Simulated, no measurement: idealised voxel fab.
process module | voxel wiring stack
cross-section cut | 230 nm wide | cells 5 nm
A cross-section is a grid of square cells, given in bands from the top down. A band is one or more rows of cells.
Each band's line starts with the height of the band's top and of its bottom, in nm. Then come its materials from left to right, each with its width in nm. One material with "throughout" fills the band from edge to edge. "air" is empty space.
Height 0 is the level under which the wafer as received is all one material. The lowest band goes on downwards, as in "0 down".
A width such as "30 to 40" changes by the same amount from each row of cells to the next, from the band's top row to its bottom row.
"no change" after a step means that no cell of the cross-section changed.
closed voids: empty space of 8 cells or more with no open way to the top, each as width x height at its distance from the left edge, in nm
after a step's settings: what the simulator itself notes on the step
overlay nm, on a step with a mask: how far to the right of its planned place the mask lay; to the left if negative
plan
1 op RECEIVE | material Si
2 op CONFORMAL_DEP | material SiO2 | thk nm 10
3 op DIRECTIONAL_DEP | material TiN | thk nm 5
4 op DIRECTIONAL_DEP | material Ru | thk nm 25
5 op PATTERN | tone cover | mask id METAL_1 | material resist | width nm 25 | pitch nm 55 | thk nm 20 | overlay nm 0
6 op DIRECTIONAL_ETCH | etch materials Ru | depth nm 25
7 op DIRECTIONAL_ETCH | etch materials TiN | depth nm 5
8 op STRIP | etch materials resist
9 op FILL_DEP | material SiO2 | thk nm 10
10 op CMP | height nm 40
11 op CONFORMAL_DEP | material SiCN | thk nm 5
12 op DIRECTIONAL_DEP | material lowk | thk nm 20
13 op MASKED_ETCH | tone open | mask id PLUG_1 | width nm 15 | pitch nm 55 | etch materials lowk | depth nm 20 | overlay nm 0
14 op MASKED_ETCH | tone open | mask id PLUG_1 | width nm 15 | pitch nm 55 | etch materials SiCN | depth nm 5 | overlay nm 0
15 op EPI | material Ru | thk nm 10
16 op EPI | material Ru | thk nm 10
17 op EPI | material Ru | thk nm 5
18 op CONFORMAL_DEP | material SiN | thk nm 5
19 op DIRECTIONAL_DEP | material lowk | thk nm 20
20 op MASKED_ETCH | tone open | mask id METAL_2 | width nm 25 | pitch nm 55 | etch materials lowk | depth nm 20 | overlay nm 0
21 op MASKED_ETCH | tone open | mask id METAL_2 | width nm 25 | pitch nm 55 | etch materials SiN | depth nm 5 | overlay nm 0
22 op CONFORMAL_DEP | material TiN | thk nm 5
23 op FILL_DEP | material Ru | thk nm 10
24 op CMP | height nm 90
25 op EPI | material Ru | thk nm 5
26 op FILL_DEP | material SiCN | thk nm 5
27 op DIRECTIONAL_DEP | material lowk | thk nm 35
28 op DIRECTIONAL_DEP | material aC | thk nm 10
29 op PATTERN | tone open | mask id METAL_3 | material resist | width nm 25 | pitch nm 55 | thk nm 25 | overlay nm 0
30 op DIRECTIONAL_ETCH | etch materials aC | depth nm 10
31 op STRIP | etch materials resist
32 op DIRECTIONAL_ETCH | etch materials lowk | depth nm 20
33 op STRIP | etch materials aC
34 op DIRECTIONAL_DEP | material aC | thk nm 10
35 op PATTERN | tone open | mask id METAL_3_HOLES | material resist | width nm 15 | pitch nm 55 | thk nm 30 | overlay nm -15
36 op DIRECTIONAL_ETCH | etch materials aC | depth nm 10
37 op STRIP | etch materials resist
38 op DIRECTIONAL_ETCH | etch materials lowk | depth nm 15
39 op DIRECTIONAL_ETCH | etch materials SiCN | depth nm 5
40 op STRIP | etch materials aC
41 op CONFORMAL_DEP | material TiN | thk nm 5
42 op FILL_DEP | material Cu | thk nm 10
43 op CMP | height nm 135
44 op CONFORMAL_DEP | material SiN | thk nm 5
varied across the wafers: overlay nm of step 35. The plan shows the first wafer's value. All wafers start alike
first wafer as received, after step 1
  0 down: Si throughout
  closed voids: none
first wafer at the end, after step 44
  140 to 135: SiN throughout
  135 to 125: lowk 60 | TiN 5 | Cu 30 | TiN 5 | lowk 15 | TiN 5 | Cu 30 | TiN 5 | lowk 75
  125 to 120: lowk 60 | TiN 20 | Cu 15 | TiN 5 | lowk 15 | TiN 20 | Cu 15 | TiN 5 | lowk 75
  120 to 115: lowk 75 | TiN 25 | lowk 30 | TiN 25 | lowk 75
  115 to 100: lowk throughout
  100 to 95: SiCN throughout
  95 to 90: SiCN 70 | Ru 35 | SiCN 20 | Ru 35 | SiCN 70
  90 to 70: lowk 75 | TiN 5 | Ru 15 | TiN 5 | lowk 30 | TiN 5 | Ru 15 | TiN 5 | lowk 75
  70 to 65: SiN 75 | TiN 25 | SiN 30 | TiN 25 | SiN 75
  65 to 45: lowk 75 | Ru 15 | lowk 40 | Ru 15 | lowk 85
  45 to 40: SiCN 75 | Ru 15 | SiCN 40 | Ru 15 | SiCN 85
  40 to 15: SiO2 75 | Ru 25 | SiO2 30 | Ru 25 | SiO2 75
  15 to 10: SiO2 75 | TiN 25 | SiO2 30 | TiN 25 | SiO2 75
  10 to 0: SiO2 throughout
  0 down: Si throughout
  closed voids: none
last wafer at the end
  140 to 135: SiN throughout
  135 to 125: lowk 75 | TiN 5 | Cu 20 | TiN 5 | lowk 25 | TiN 5 | Cu 20 | TiN 5 | lowk 70
  125 to 120: lowk 75 | TiN 5 | Cu 15 | TiN 10 | lowk 25 | TiN 5 | Cu 15 | TiN 10 | lowk 70
  120 to 115: lowk 75 | TiN 25 | lowk 30 | TiN 25 | lowk 75
  115 to 100: lowk 90 | TiN 10 | lowk 45 | TiN 10 | lowk 75
  100 to 95: SiCN 90 | TiN 10 | SiCN 45 | TiN 10 | SiCN 75
  95 to 90: SiCN 70 | Ru 35 | SiCN 20 | Ru 35 | SiCN 70
  90 to 70: lowk 75 | TiN 5 | Ru 15 | TiN 5 | lowk 30 | TiN 5 | Ru 15 | TiN 5 | lowk 75
  70 to 65: SiN 75 | TiN 25 | SiN 30 | TiN 25 | SiN 75
  65 to 45: lowk 75 | Ru 15 | lowk 40 | Ru 15 | lowk 85
  45 to 40: SiCN 75 | Ru 15 | SiCN 40 | Ru 15 | SiCN 85
  40 to 15: SiO2 75 | Ru 25 | SiO2 30 | Ru 25 | SiO2 75
  15 to 10: SiO2 75 | TiN 25 | SiO2 30 | TiN 25 | SiO2 75
  10 to 0: SiO2 throughout
  0 down: Si throughout
  closed voids: none
each wafer at the end: cells of each material gained (+) or lost (-) since it was received, then its closed voids
overlay nm -15 | +30 Cu | +118 Ru | +118 SiCN | +82 SiN | +308 SiO2 | +64 TiN | +568 lowk | closed voids: none
overlay nm -10 | +26 Cu | +118 Ru | +116 SiCN | +82 SiN | +308 SiO2 | +70 TiN | +568 lowk | closed voids: none
overlay nm -5 | +22 Cu | +118 Ru | +114 SiCN | +82 SiN | +308 SiO2 | +76 TiN | +568 lowk | closed voids: none
overlay nm 0 | +26 Cu | +118 Ru | +112 SiCN | +82 SiN | +308 SiO2 | +74 TiN | +568 lowk | closed voids: none
overlay nm 5 | +26 Cu | +118 Ru | +112 SiCN | +82 SiN | +308 SiO2 | +74 TiN | +568 lowk | closed voids: none
overlay nm 10 | +26 Cu | +118 Ru | +112 SiCN | +82 SiN | +308 SiO2 | +74 TiN | +568 lowk | closed voids: none
overlay nm 15 | +22 Cu | +118 Ru | +114 SiCN | +82 SiN | +308 SiO2 | +76 TiN | +568 lowk | closed voids: none
